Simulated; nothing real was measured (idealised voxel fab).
process module | voxel double patterning
cross-section cut | 260 nm wide | cells 5 nm
A cross-section is a grid of square cells, given in bands from the top down. A band is one or more rows of cells.
Each band's line starts with the height of the band's top and of its bottom, in nm. Then come its materials from left to right, each with its width in nm. One material with "throughout" fills the band from edge to edge. "air" is empty space.
Height 0 is the level under which the wafer as received is all one material. The lowest band goes on downwards, as in "0 down".
A width such as "30 to 40" changes by the same amount from each row of cells to the next, from the band's top row to its bottom row.
"no change" after a step means that no cell of the cross-section changed.
closed voids: empty space of 8 cells or more with no open way to the top, each as width x height at its distance from the left edge, in nm
after a step's settings: what the simulator itself notes on the step
overlay nm, on a step with a mask: how far to the right of its planned place the mask lay; to the left if negative
plan
1 op RECEIVE | material Si
2 op CONFORMAL_DEP | material SiN | thk nm 5
3 op DIRECTIONAL_DEP | material SiO2 | thk nm 15
4 op DIRECTIONAL_DEP | material SiCN | thk nm 10
5 op MASKED_ETCH | tone open | mask id FIRST | width nm 15 | pitch nm 50 | etch materials SiCN | depth nm 10 | overlay nm 0
6 op DIRECTIONAL_DEP | material aC | thk nm 15
7 op PATTERN | tone open | mask id SECOND | material resist | width nm 15 | pitch nm 50 | thk nm 35 | overlay nm 0
8 op DIRECTIONAL_ETCH | etch materials aC | depth nm 15
9 op STRIP | etch materials resist
10 op DIRECTIONAL_ETCH | etch materials SiCN | depth nm 10
11 op STRIP | etch materials aC
12 op DIRECTIONAL_ETCH | etch materials SiO2 | depth nm 15
13 op STRIP | etch materials SiCN
as received, after step 1
  0 down: Si throughout
  closed voids: none
a wafer at the end: this start, this plan, one mistake
  20 to 5: SiO2 70 | air 20 | SiO2 5 | air 15 | SiO2 10 | air 20 | SiO2 5 | air 15 | SiO2 10 | air 20 | SiO2 70
  5 to 0: SiN throughout
  0 down: Si throughout
  closed voids: none
what went wrong: step 5 ran as: op MASKED_ETCH | tone open | mask id FIRST | width nm 20 | pitch nm 50 | etch materials SiCN | depth nm 10 | overlay nm 0
